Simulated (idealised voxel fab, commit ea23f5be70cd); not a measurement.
Process module, titled voxel fin reveal
FYI the section here is cut, 255 nm wide, cells are 5 nm squares.
We lay out every cross-section as a grid of square cells and spell it out in bands from the top down, where one band means one or more rows of cells. Band: top and bottom heights (nm) first, top before bottom; then materials from left to right, widths in nm. "throughout" marks a sole material filling the band edge to edge. "blank" denotes empty space. Measure heights from 0. That's the level where, below it, the as-received wafer is all one material. The lowest band is bottomless and extends downward; write it as in "0 nm and below". With a width like "30..40", each row of cells in the band differs from the next by the same amount, the top row carrying the first number and the bottom row the second. Step note "remained unchanged" = no cross-section cell changed. Listed in "Fully sealed cavities": every empty space of 8 or more cells without an open way to the top. Form: width x height at distance, the distance being from the left edge, all in nm. If you see something after the settings on a step's line, that's the simulator's own remark about that step. What "overlay nm" on a step's line means: if the step has a mask, that mask lay this far to the right of its planned place, or, when the value is negative, to the left.

Process steps (planned)
step 1: RECEIVE | material Si
step 2: CONFORMAL_DEP | material SiN | thk nm 10
step 3: PATTERN | tone cover | mask id FINS | material resist | width nm 15 | pitch nm 40 | thk nm 15 | overlay nm 0
step 4: DIRECTIONAL_ETCH | etch materials SiN | depth nm 10
step 5: DIRECTIONAL_ETCH | etch materials Si | depth nm 35
step 6: STRIP | etch materials resist
step 7: OXIDIZE | depth nm 5
step 8: FILL_DEP | material SiO2 | thk nm 10
step 9: CMP | height nm 10
step 10: SELECTIVE_ETCH | etch materials SiO2 | depth nm 20
step 11: STRIP | etch materials SiN

Wafer cross-section on receipt, i.e. after step 1
0 nm and below  Si throughout
Fully sealed cavities: none

Wafer cross-section at end of module: start and plan as shown above, one execution error
0 nm to -30 nm  blank: 85, Si: 5, blank: 35, Si: 5, blank: 35, Si: 5, blank: 85
-30 nm to -40 nm  SiO2: 85, Si: 5, SiO2: 35, Si: 5, SiO2: 35, Si: 5, SiO2: 85
-40 nm and below  Si throughout
Fully sealed cavities: none
Heads up, the wafer didn't run the way we planned it: yeah, plan step 10 got run twice
